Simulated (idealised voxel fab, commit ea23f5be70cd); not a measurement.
voxel capacitor over wiring: a process module
Shown is cross-section cut, with a width of 200 nm and square cells of size 5 nm.
Cross-section format: a grid of square cells, given as bands from top to bottom; each band is one or more rows of cells.
First you get the band's top height and its bottom height, in nm, and then the materials it's made of, left to right, with each width in nm. If you see a single material with "all across", that one covers the band edge to edge. "empty" is empty space.
Heights are reckoned from 0. Under this level, the received wafer is all of one material. The bottommost band is open-ended downward, for example "0 -> down".
Width spec "30->40" -> top row of cells at first value, bottom row at second value, equal per-row change in between.
Take "nothing got changed" at face value: in the step it is given for, the cross-section changed in none of its cells.
Each empty space that has no open way to the top and spans at least 8 cells appears under "Closed cavity list" as width x height at distance, the distance counted from the left edge, all in nm.
Formally, on a step line, whatever follows the settings is a remark that the simulator itself makes on the step.
Steps that use a mask can have "overlay nm" on their line. It says how far the mask sat to the right of where it was meant to be. Negative means to the left.
Listed below are the process steps as planned
1) RECEIVE | material Si
2) CONFORMAL_DEP | material SiO2 | thk nm 15
3) DIRECTIONAL_DEP | material TiN | thk nm 5
4) DIRECTIONAL_DEP | material Ru | thk nm 20
5) DIRECTIONAL_DEP | material aC | thk nm 10
6) PATTERN | tone cover | mask id METAL_1 | material resist | width nm 30 | pitch nm 100 | thk nm 25 | overlay nm 0
7) DIRECTIONAL_ETCH | etch materials aC | depth nm 10
8) STRIP | etch materials resist
9) DIRECTIONAL_ETCH | etch materials Ru | depth nm 20
10) DIRECTIONAL_ETCH | etch materials TiN | depth nm 5
11) STRIP | etch materials aC
12) FILL_DEP | material lowk | thk nm 10
13) CMP | height nm 40
14) CONFORMAL_DEP | material SiCN | thk nm 5
15) DIRECTIONAL_DEP | material lowk | thk nm 15
16) DIRECTIONAL_DEP | material aC | thk nm 15
17) PATTERN | tone open | mask id PLUG_1 | material resist | width nm 15 | thk nm 35 | overlay nm 0
18) DIRECTIONAL_ETCH | etch materials aC | depth nm 15
19) STRIP | etch materials resist
20) DIRECTIONAL_ETCH | etch materials lowk | depth nm 15
21) DIRECTIONAL_ETCH | etch materials SiCN | depth nm 5
22) STRIP | etch materials aC
23) EPI | material Ru | thk nm 10
24) EPI | material Ru | thk nm 10
25) DIRECTIONAL_DEP | material TiN | thk nm 10
26) DIRECTIONAL_DEP | material Al2O3 | thk nm 5
27) DIRECTIONAL_DEP | material TiN | thk nm 5
28) PATTERN | tone cover | mask id UPPER_PLATE | material resist | width nm 75 | thk nm 15 | overlay nm 0
29) DIRECTIONAL_ETCH | etch materials TiN | depth nm 5
30) DIRECTIONAL_ETCH | etch materials Al2O3 | depth nm 5
31) STRIP | etch materials resist
32) DIRECTIONAL_DEP | material aC | thk nm 10
33) PATTERN | tone cover | mask id LOWER_PLATE | material resist | width nm 85 | thk nm 25 | overlay nm 0
34) DIRECTIONAL_ETCH | etch materials aC | depth nm 10
35) STRIP | etch materials resist
36) DIRECTIONAL_ETCH | etch materials TiN | depth nm 10
37) STRIP | etch materials aC
38) FILL_DEP | material SiO2 | thk nm 15
39) CMP | height nm 90
40) DIRECTIONAL_DEP | material aC | thk nm 15
41) PATTERN | tone open | mask id PLUG_2 | material resist | width nm 15 | thk nm 30 | overlay nm 0
42) DIRECTIONAL_ETCH | etch materials aC | depth nm 15
43) STRIP | etch materials resist
44) DIRECTIONAL_ETCH | etch materials SiO2 | depth nm 10
45) STRIP | etch materials aC
46) CONFORMAL_DEP | material TiN | thk nm 5
47) FILL_DEP | material Ru | thk nm 10
48) CMP | height nm 90
49) CONFORMAL_DEP | material SiCN | thk nm 5
First of two wafers - as planned
Wafer cross-section on receipt, i.e. after step 1
    0 -> down  Si all across
    Closed cavity list: none
Wafer xsec, post step 2
    15 -> 0  SiO2 all across
    Below 0 it's all the same as before, nothing changed down there.
Wafer xsec, post step 3
    20 -> 15  TiN all across
    Below 15 it's all the same as before, nothing changed down there.
Wafer xsec, post step 4
    40 -> 20  Ru all across
    Below 20 it's all the same as before, nothing changed down there.
Wafer xsec, post step 5
    50 -> 40  aC all across
    Below 40 it's all the same as before, nothing changed down there.
Wafer xsec, post step 6
    75 -> 50  35 empty, then 30 resist, then 70 empty, then 30 resist, then 35 empty
    Below 50 it's all the same as before, nothing changed down there.
Wafer xsec, post step 7
    65 -> 50  35 empty, then 30 resist, then 70 empty, then 30 resist, then 35 empty
    50 -> 40  35 empty, then 30 aC, then 70 empty, then 30 aC, then 35 empty
    Below 40 it's all the same as before, nothing changed down there.
Wafer xsec, post step 8
    50 -> 40  35 empty, then 30 aC, then 70 empty, then 30 aC, then 35 empty
    Below 40 it's all the same as before, nothing changed down there.
Wafer xsec, post step 9
    50 -> 40  35 empty, then 30 aC, then 70 empty, then 30 aC, then 35 empty
    40 -> 20  35 empty, then 30 Ru, then 70 empty, then 30 Ru, then 35 empty
    Below 20 it's all the same as before, nothing changed down there.
Wafer xsec, post step 10
    50 -> 40  35 empty, then 30 aC, then 70 empty, then 30 aC, then 35 empty
    40 -> 20  35 empty, then 30 Ru, then 70 empty, then 30 Ru, then 35 empty
    20 -> 15  35 empty, then 30 TiN, then 70 empty, then 30 TiN, then 35 empty
    Below 15 it's all the same as before, nothing changed down there.
Wafer xsec, post step 11
    40 -> 20  35 empty, then 30 Ru, then 70 empty, then 30 Ru, then 35 empty
    Below 20 it's all the same as before, nothing changed down there.
Wafer xsec, post step 12
    50 -> 40  lowk all across
    40 -> 20  35 lowk, then 30 Ru, then 70 lowk, then 30 Ru, then 35 lowk
    20 -> 15  35 lowk, then 30 TiN, then 70 lowk, then 30 TiN, then 35 lowk
    Below 15 it's all the same as before, nothing changed down there.
Wafer xsec, post step 13
    40 -> 20  35 lowk, then 30 Ru, then 70 lowk, then 30 Ru, then 35 lowk
    Below 20 it's all the same as before, nothing changed down there.
Wafer xsec, post step 14
    45 -> 40  SiCN all across
    Below 40 it's all the same as before, nothing changed down there.
Wafer xsec, post step 15
    60 -> 45  lowk all across
    Below 45 it's all the same as before, nothing changed down there.
Wafer xsec, post step 16
    75 -> 60  aC all across
    Below 60 it's all the same as before, nothing changed down there.
Wafer xsec, post step 17
    110 -> 75  50 resist, then 15 empty, then 135 resist
    Below 75 it's all the same as before, nothing changed down there.
Wafer xsec, post step 18
    95 -> 75  50 resist, then 15 empty, then 135 resist
    75 -> 60  50 aC, then 15 empty, then 135 aC
    Below 60 it's all the same as before, nothing changed down there.
Wafer xsec, post step 19
    75 -> 60  50 aC, then 15 empty, then 135 aC
    Below 60 it's all the same as before, nothing changed down there.
Wafer xsec, post step 20
    75 -> 60  50 aC, then 15 empty, then 135 aC
    60 -> 45  50 lowk, then 15 empty, then 135 lowk
    Below 45 it's all the same as before, nothing changed down there.
Wafer xsec, post step 21
    75 -> 60  50 aC, then 15 empty, then 135 aC
    60 -> 45  50 lowk, then 15 empty, then 135 lowk
    45 -> 40  50 SiCN, then 15 empty, then 135 SiCN
    Below 40 it's all the same as before, nothing changed down there.
Wafer xsec, post step 22
    60 -> 45  50 lowk, then 15 empty, then 135 lowk
    Below 45 it's all the same as before, nothing changed down there.
Wafer xsec, post step 23
    60 -> 50  50 lowk, then 15 empty, then 135 lowk
    50 -> 45  50 lowk, then 15 Ru, then 135 lowk
    45 -> 40  50 SiCN, then 15 Ru, then 135 SiCN
    Below 40 it's all the same as before, nothing changed down there.
Wafer xsec, post step 24
    60 -> 45  50 lowk, then 15 Ru, then 135 lowk
    Below 45 it's all the same as before, nothing changed down there.
Wafer xsec, post step 25
    70 -> 60  TiN all across
    Below 60 it's all the same as before, nothing changed down there.
Wafer xsec, post step 26
    75 -> 70  Al2O3 all across
    Below 70 it's all the same as before, nothing changed down there.
Wafer xsec, post step 27
    80 -> 75  TiN all across
    Below 75 it's all the same as before, nothing changed down there.
Wafer xsec, post step 28
    95 -> 80  50 empty, then 75 resist, then 75 empty
    Below 80 it's all the same as before, nothing changed down there.
Wafer xsec, post step 29
    95 -> 80  50 empty, then 75 resist, then 75 empty
    80 -> 75  50 empty, then 75 TiN, then 75 empty
    Below 75 it's all the same as before, nothing changed down there.
Wafer xsec, post step 30
    95 -> 80  50 empty, then 75 resist, then 75 empty
    80 -> 75  50 empty, then 75 TiN, then 75 empty
    75 -> 70  50 empty, then 75 Al2O3, then 75 empty
    Below 70 it's all the same as before, nothing changed down there.
Wafer xsec, post step 31
    80 -> 75  50 empty, then 75 TiN, then 75 empty
    Below 75 it's all the same as before, nothing changed down there.
Wafer xsec, post step 32
    90 -> 80  50 empty, then 75 aC, then 75 empty
    80 -> 75  50 aC, then 75 TiN, then 75 aC
    75 -> 70  50 aC, then 75 Al2O3, then 75 aC
    Below 70 it's all the same as before, nothing changed down there.
Wafer xsec, post step 33
    115 -> 90  45 empty, then 85 resist, then 70 empty
    90 -> 80  45 empty, then 5 resist, then 75 aC, then 5 resist, then 70 empty
    Below 80 it's all the same as before, nothing changed down there.
Wafer xsec, post step 34
    105 -> 90  45 empty, then 85 resist, then 70 empty
    90 -> 80  45 empty, then 5 resist, then 75 aC, then 5 resist, then 70 empty
    80 -> 75  45 empty, then 5 aC, then 75 TiN, then 5 aC, then 70 empty
    75 -> 70  45 empty, then 5 aC, then 75 Al2O3, then 5 aC, then 70 empty
    Below 70 it's all the same as before, nothing changed down there.
Wafer xsec, post step 35
    90 -> 80  50 empty, then 75 aC, then 75 empty
    Below 80 it's all the same as before, nothing changed down there.
Wafer xsec, post step 36
    90 -> 80  50 empty, then 75 aC, then 75 empty
    80 -> 75  45 empty, then 5 aC, then 75 TiN, then 5 aC, then 70 empty
    75 -> 70  45 empty, then 5 aC, then 75 Al2O3, then 5 aC, then 70 empty
    70 -> 60  45 empty, then 85 TiN, then 70 empty
    Below 60 it's all the same as before, nothing changed down there.
Wafer xsec, post step 37
    80 -> 75  50 empty, then 75 TiN, then 75 empty
    75 -> 70  50 empty, then 75 Al2O3, then 75 empty
    Below 70 it's all the same as before, nothing changed down there.
Wafer xsec, post step 38
    95 -> 80  SiO2 all across
    80 -> 75  50 SiO2, then 75 TiN, then 75 SiO2
    75 -> 70  50 SiO2, then 75 Al2O3, then 75 SiO2
    70 -> 60  45 SiO2, then 85 TiN, then 70 SiO2
    Below 60 it's all the same as before, nothing changed down there.
Wafer xsec, post step 39
    90 -> 80  SiO2 all across
    Below 80 it's all the same as before, nothing changed down there.
Wafer xsec, post step 40
    105 -> 90  aC all across
    Below 90 it's all the same as before, nothing changed down there.
Wafer xsec, post step 41
    135 -> 105  60 resist, then 15 empty, then 125 resist
    Below 105 it's all the same as before, nothing changed down there.
Wafer xsec, post step 42
    120 -> 105  60 resist, then 15 empty, then 125 resist
    105 -> 90  60 aC, then 15 empty, then 125 aC
    Below 90 it's all the same as before, nothing changed down there.
Wafer xsec, post step 43
    105 -> 90  60 aC, then 15 empty, then 125 aC
    Below 90 it's all the same as before, nothing changed down there.
Wafer xsec, post step 44
    105 -> 90  60 aC, then 15 empty, then 125 aC
    90 -> 80  60 SiO2, then 15 empty, then 125 SiO2
    Below 80 it's all the same as before, nothing changed down there.
Wafer xsec, post step 45
    90 -> 80  60 SiO2, then 15 empty, then 125 SiO2
    Below 80 it's all the same as before, nothing changed down there.
Wafer xsec, post step 46
    95 -> 90  65 TiN, then 5 empty, then 130 TiN
    90 -> 85  60 SiO2, then 5 TiN, then 5 empty, then 5 TiN, then 125 SiO2
    85 -> 75  60->50 SiO2, then 15->75 TiN, then 125->75 SiO2
    Below 75 it's all the same as before, nothing changed down there.
Wafer xsec, post step 47
    105 -> 95  Ru all across
    95 -> 90  65 TiN, then 5 Ru, then 130 TiN
    90 -> 85  60 SiO2, then 5 TiN, then 5 Ru, then 5 TiN, then 125 SiO2
    Below 85 it's all the same as before, nothing changed down there.
Wafer xsec, post step 48
    90 -> 85  60 SiO2, then 5 TiN, then 5 Ru, then 5 TiN, then 125 SiO2
    Below 85 it's all the same as before, nothing changed down there.
Wafer xsec, post step 49
    95 -> 90  SiCN all across
    Below 90 it's all the same as before, nothing changed down there.
Second wafer: same start and same plan as the first, one execution error; identical to the first through step 22
Here is the second wafer in cross-section at the point where step 24 of the plan should have been done
    70 -> 60  40 empty, then 35 Ru, then 125 empty
    60 -> 45  50 lowk, then 15 Ru, then 135 lowk
    45 -> 40  50 SiCN, then 15 Ru, then 135 SiCN
    Below 40 it's all the same as before, nothing changed down there.
Here is the second wafer in cross-section at the point where step 25 of the plan should have been done
    80 -> 70  40 empty, then 35 TiN, then 125 empty
    70 -> 60  40 TiN, then 35 Ru, then 125 TiN
    Below 60 it's all the same as before, nothing changed down there.
Here is the second wafer in cross-section at the point where step 26 of the plan should have been done
    85 -> 80  40 empty, then 35 Al2O3, then 125 empty
    80 -> 75  40 empty, then 35 TiN, then 125 empty
    75 -> 70  40 Al2O3, then 35 TiN, then 125 Al2O3
    Below 70 it's all the same as before, nothing changed down there.
Here is the second wafer in cross-section at the point where step 27 of the plan should have been done
    90 -> 85  40 empty, then 35 TiN, then 125 empty
    85 -> 80  40 empty, then 35 Al2O3, then 125 empty
    80 -> 75  TiN all across
    Below 75 it's all the same as before, nothing changed down there.
Here is the second wafer in cross-section at the point where step 28 of the plan should have been done
    105 -> 90  50 empty, then 75 resist, then 75 empty
    90 -> 85  40 empty, then 35 TiN, then 50 resist, then 75 empty
    85 -> 80  40 empty, then 35 Al2O3, then 50 resist, then 75 empty
    Below 80 it's all the same as before, nothing changed down there.
Here is the second wafer in cross-section at the point where step 29 of the plan should have been done
    105 -> 90  50 empty, then 75 resist, then 75 empty
    90 -> 85  50 empty, then 25 TiN, then 50 resist, then 75 empty
    85 -> 80  40 empty, then 35 Al2O3, then 50 resist, then 75 empty
    80 -> 75  40 empty, then 85 TiN, then 75 empty
    Below 75 it's all the same as before, nothing changed down there.
Here is the second wafer in cross-section at the point where step 30 of the plan should have been done
    105 -> 90  50 empty, then 75 resist, then 75 empty
    90 -> 85  50 empty, then 25 TiN, then 50 resist, then 75 empty
    85 -> 80  50 empty, then 25 Al2O3, then 50 resist, then 75 empty
    80 -> 75  40 empty, then 85 TiN, then 75 empty
    75 -> 70  40 empty, then 35 TiN, then 50 Al2O3, then 75 empty
    Below 70 it's all the same as before, nothing changed down there.
Here is the second wafer in cross-section at the point where step 31 of the plan should have been done
    90 -> 85  50 empty, then 25 TiN, then 125 empty
    85 -> 80  50 empty, then 25 Al2O3, then 125 empty
    Below 80 it's all the same as before, nothing changed down there.
Here is the second wafer in cross-section at the point where step 32 of the plan should have been done
    100 -> 90  50 empty, then 25 aC, then 125 empty
    90 -> 85  40 empty, then 10 aC, then 25 TiN, then 50 aC, then 75 empty
    85 -> 80  40 empty, then 10 aC, then 25 Al2O3, then 50 aC, then 75 empty
    80 -> 75  40 aC, then 85 TiN, then 75 aC
    75 -> 70  40 aC, then 35 TiN, then 50 Al2O3, then 75 aC
    Below 70 it's all the same as before, nothing changed down there.
Here is the second wafer in cross-section at the point where step 33 of the plan should have been done
    125 -> 100  45 empty, then 85 resist, then 70 empty
    100 -> 90  45 empty, then 5 resist, then 25 aC, then 55 resist, then 70 empty
    90 -> 85  40 empty, then 10 aC, then 25 TiN, then 50 aC, then 5 resist, then 70 empty
    85 -> 80  40 empty, then 10 aC, then 25 Al2O3, then 50 aC, then 5 resist, then 70 empty
    Below 80 it's all the same as before, nothing changed down there.
Here is the second wafer in cross-section at the point where step 34 of the plan should have been done
    115 -> 100  45 empty, then 85 resist, then 70 empty
    100 -> 90  45 empty, then 5 resist, then 25 aC, then 55 resist, then 70 empty
    90 -> 85  45 empty, then 5 aC, then 25 TiN, then 50 aC, then 5 resist, then 70 empty
    85 -> 80  45 empty, then 5 aC, then 25 Al2O3, then 50 aC, then 5 resist, then 70 empty
    80 -> 75  40 empty, then 85 TiN, then 5 aC, then 70 empty
    75 -> 70  40 empty, then 35 TiN, then 50 Al2O3, then 5 aC, then 70 empty
    Below 70 it's all the same as before, nothing changed down there.
Here is the second wafer in cross-section at the point where step 35 of the plan should have been done
    100 -> 90  50 empty, then 25 aC, then 125 empty
    90 -> 85  45 empty, then 5 aC, then 25 TiN, then 50 aC, then 75 empty
    85 -> 80  45 empty, then 5 aC, then 25 Al2O3, then 50 aC, then 75 empty
    Below 80 it's all the same as before, nothing changed down there.
Here is the second wafer in cross-section at the point where step 36 of the plan should have been done
    100 -> 90  50 empty, then 25 aC, then 125 empty
    90 -> 85  45 empty, then 5 aC, then 25 TiN, then 50 aC, then 75 empty
    85 -> 80  45 empty, then 5 aC, then 25 Al2O3, then 50 aC, then 75 empty
    80 -> 75  45 empty, then 80 TiN, then 5 aC, then 70 empty
    75 -> 70  45 empty, then 30 TiN, then 50 Al2O3, then 5 aC, then 70 empty
    70 -> 60  40 empty, then 35 Ru, then 55 TiN, then 70 empty
    Below 60 it's all the same as before, nothing changed down there.
Here is the second wafer in cross-section at the point where step 37 of the plan should have been done
    90 -> 85  50 empty, then 25 TiN, then 125 empty
    85 -> 80  50 empty, then 25 Al2O3, then 125 empty
    80 -> 75  45 empty, then 80 TiN, then 75 empty
    75 -> 70  45 empty, then 30 TiN, then 50 Al2O3, then 75 empty
    Below 70 it's all the same as before, nothing changed down there.
Here is the second wafer in cross-section at the point where step 38 of the plan should have been done
    105 -> 90  SiO2 all across
    90 -> 85  50 SiO2, then 25 TiN, then 125 SiO2
    85 -> 80  50 SiO2, then 25 Al2O3, then 125 SiO2
    80 -> 75  45 SiO2, then 80 TiN, then 75 SiO2
    75 -> 70  45 SiO2, then 30 TiN, then 50 Al2O3, then 75 SiO2
    70 -> 60  40 SiO2, then 35 Ru, then 55 TiN, then 70 SiO2
    Below 60 it's all the same as before, nothing changed down there.
Here is the second wafer in cross-section at the point where step 39 of the plan should have been done
    90 -> 85  50 SiO2, then 25 TiN, then 125 SiO2
    Below 85 it's all the same as before, nothing changed down there.
Here is the second wafer in cross-section at the point where step 40 of the plan should have been done
    105 -> 90  aC all across
    Below 90 it's all the same as before, nothing changed down there.
Here is the second wafer in cross-section at the point where step 41 of the plan should have been done
    135 -> 105  60 resist, then 15 empty, then 125 resist
    Below 105 it's all the same as before, nothing changed down there.
Here is the second wafer in cross-section at the point where step 42 of the plan should have been done
    120 -> 105  60 resist, then 15 empty, then 125 resist
    105 -> 90  60 aC, then 15 empty, then 125 aC
    Below 90 it's all the same as before, nothing changed down there.
Here is the second wafer in cross-section at the point where step 43 of the plan should have been done
    105 -> 90  60 aC, then 15 empty, then 125 aC
    Below 90 it's all the same as before, nothing changed down there.
Here is the second wafer in cross-section at the point where step 44 of the plan should have been done: nothing got changed
Here is the second wafer in cross-section at the point where step 45 of the plan should have been done
    90 -> 85  50 SiO2, then 25 TiN, then 125 SiO2
    Below 85 it's all the same as before, nothing changed down there.
Here is the second wafer in cross-section at the point where step 46 of the plan should have been done
    95 -> 90  TiN all across
    Below 90 it's all the same as before, nothing changed down there.
Here is the second wafer in cross-section at the point where step 47 of the plan should have been done
    105 -> 95  Ru all across
    Below 95 it's all the same as before, nothing changed down there.
Here is the second wafer in cross-section at the point where step 48 of the plan should have been done
    90 -> 85  50 SiO2, then 25 TiN, then 125 SiO2
    Below 85 it's all the same as before, nothing changed down there.
Here is the second wafer in cross-section at the point where step 49 of the plan should have been done
    95 -> 90  SiCN all across
    Below 90 it's all the same as before, nothing changed down there.
Deviation noted in wafer processing: of the identical steps 23 and 24, one was run twice, which one not being known
It is noted that, at the conclusion of processing, the second wafer exhibits a higher or lower cell count for certain materials relative to the first: +13 Ru | -8 SiO2 | -5 TiN
